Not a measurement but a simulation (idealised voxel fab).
process module | voxel wiring stack
cross-section cut | 170 nm wide | cells 5 nm
A cross-section is a grid of square cells, given in bands from the top down. A band is one or more rows of cells.
Each band's line starts with the height of the band's top and of its bottom, in nm. Then come its materials from left to right, each with its width in nm. One material with "throughout" fills the band from edge to edge. "air" is empty space.
Height 0 is the level under which the wafer as received is all one material. The lowest band goes on downwards, as in "0 down".
A width such as "30 to 40" changes by the same amount from each row of cells to the next, from the band's top row to its bottom row.
"no change" after a step means that no cell of the cross-section changed.
closed voids: empty space of 8 cells or more with no open way to the top, each as width x height at its distance from the left edge, in nm
after a step's settings: what the simulator itself notes on the step
overlay nm, on a step with a mask: how far to the right of its planned place the mask lay; to the left if negative
plan
1 op RECEIVE | material Si
2 op CONFORMAL_DEP | material SiO2 | thk nm 10
3 op DIRECTIONAL_DEP | material TiN | thk nm 5
4 op DIRECTIONAL_DEP | material W | thk nm 20
5 op PATTERN | tone cover | mask id METAL_1 | material resist | width nm 20 | pitch nm 35 | thk nm 15 | overlay nm 0
6 op DIRECTIONAL_ETCH | etch materials W | depth nm 20
7 op DIRECTIONAL_ETCH | etch materials TiN | depth nm 5
8 op STRIP | etch materials resist
9 op CONFORMAL_DEP | material SiN | thk nm 5
10 op FILL_DEP | material lowk | thk nm 10
11 op CMP | height nm 35
12 op CONFORMAL_DEP | material SiCN | thk nm 5
13 op DIRECTIONAL_DEP | material SiO2 | thk nm 10
14 op DIRECTIONAL_DEP | material aC | thk nm 10
15 op PATTERN | tone open | mask id PLUG_1 | material resist | width nm 15 | pitch nm 35 | thk nm 25 | overlay nm 0
16 op DIRECTIONAL_ETCH | etch materials aC | depth nm 10
17 op STRIP | etch materials resist
18 op DIRECTIONAL_ETCH | etch materials SiO2 | depth nm 10
19 op DIRECTIONAL_ETCH | etch materials SiCN | depth nm 5
20 op STRIP | etch materials aC
21 op CONFORMAL_DEP | material TiN | thk nm 5
22 op FILL_DEP | material Ru | thk nm 5
23 op CMP | height nm 50
24 op DIRECTIONAL_DEP | material TiN | thk nm 5
25 op DIRECTIONAL_DEP | material Ru | thk nm 15
26 op MASKED_ETCH | tone cover | mask id METAL_2 | width nm 20 | pitch nm 35 | etch materials Ru | depth nm 15 | overlay nm 0
27 op MASKED_ETCH | tone cover | mask id METAL_2 | width nm 20 | pitch nm 35 | etch materials TiN | depth nm 5 | overlay nm 0
28 op FILL_DEP | material SiO2 | thk nm 5
29 op CMP | height nm 70
30 op CONFORMAL_DEP | material SiCN | thk nm 5
31 op DIRECTIONAL_DEP | material SiO2 | thk nm 20
32 op DIRECTIONAL_DEP | material aC | thk nm 15
33 op PATTERN | tone open | mask id PLUG_2 | material resist | width nm 15 | pitch nm 35 | thk nm 35 | overlay nm 0
34 op DIRECTIONAL_ETCH | etch materials aC | depth nm 15
35 op STRIP | etch materials resist
36 op DIRECTIONAL_ETCH | etch materials SiO2 | depth nm 20
37 op DIRECTIONAL_ETCH | etch materials SiCN | depth nm 5
38 op STRIP | etch materials aC
39 op CONFORMAL_DEP | material TiN | thk nm 5
40 op FILL_DEP | material Ru | thk nm 5
41 op CMP | height nm 95
42 op DIRECTIONAL_DEP | material TiN | thk nm 5
43 op DIRECTIONAL_DEP | material W | thk nm 15
44 op MASKED_ETCH | tone cover | mask id METAL_3 | width nm 20 | pitch nm 35 | etch materials W | depth nm 15 | overlay nm 0
45 op MASKED_ETCH | tone cover | mask id METAL_3 | width nm 20 | pitch nm 35 | etch materials TiN | depth nm 5 | overlay nm 0
46 op FILL_DEP | material SiO2 | thk nm 10
47 op CMP | height nm 115
48 op CONFORMAL_DEP | material SiN | thk nm 5
as received, after step 1
  0 down: Si throughout
  closed voids: none
first wafer at the end, as planned
  120 to 115: SiN throughout
  115 to 100: SiO2 55 | W 20 | SiO2 15 | W 20 | SiO2 60
  100 to 95: SiO2 55 | TiN 20 | SiO2 15 | TiN 20 | SiO2 60
  95 to 75: SiO2 55 | TiN 5 | Ru 5 | TiN 5 | SiO2 20 | TiN 5 | Ru 5 | TiN 5 | SiO2 65
  75 to 70: SiCN 55 | TiN 15 | SiCN 20 | TiN 15 | SiCN 65
  70 to 55: SiO2 55 | Ru 20 | SiO2 15 | Ru 20 | SiO2 60
  55 to 50: SiO2 55 | TiN 20 | SiO2 15 | TiN 20 | SiO2 60
  50 to 40: SiO2 55 | TiN 5 | Ru 5 | TiN 5 | SiO2 20 | TiN 5 | Ru 5 | TiN 5 | SiO2 65
  40 to 35: SiCN 55 | TiN 15 | SiCN 20 | TiN 15 | SiCN 65
  35 to 15: lowk 50 | SiN 5 | W 20 | SiN 5 | lowk 5 | SiN 5 | W 20 | SiN 5 | lowk 55
  15 to 10: SiN 55 | TiN 20 | SiN 15 | TiN 20 | SiN 60
  10 to 0: SiO2 throughout
  0 down: Si throughout
  closed voids: none
second wafer at the end: like start, like plan, one mistake
  120 to 115: SiN throughout
  115 to 100: SiO2 55 | W 20 | SiO2 15 | W 20 | SiO2 60
  100 to 95: SiO2 55 | TiN 20 | SiO2 15 | TiN 20 | SiO2 60
  95 to 75: SiO2 55 | TiN 5 | Ru 5 | TiN 5 | SiO2 20 | TiN 5 | Ru 5 | TiN 5 | SiO2 65
  75 to 70: SiCN 55 | TiN 15 | SiCN 20 | TiN 15 | SiCN 65
  70 to 55: SiO2 55 | Ru 20 | SiO2 15 | Ru 20 | SiO2 60
  55 to 50: SiO2 55 | TiN 20 | SiO2 15 | TiN 20 | SiO2 60
  50 to 45: SiCN 55 | TiN 15 | SiCN 20 | TiN 15 | SiCN 65
  45 to 35: SiO2 throughout
  35 to 15: lowk 50 | SiN 5 | W 20 | SiN 5 | lowk 5 | SiN 5 | W 20 | SiN 5 | lowk 55
  15 to 10: SiN 55 | TiN 20 | SiN 15 | TiN 20 | SiN 60
  10 to 0: SiO2 throughout
  0 down: Si throughout
  closed voids: none
what went wrong: steps 12 and 13 were swapped
at the end the second wafer has, in cells: 4 fewer of Ru | 12 more of SiO2 | 8 fewer of TiN
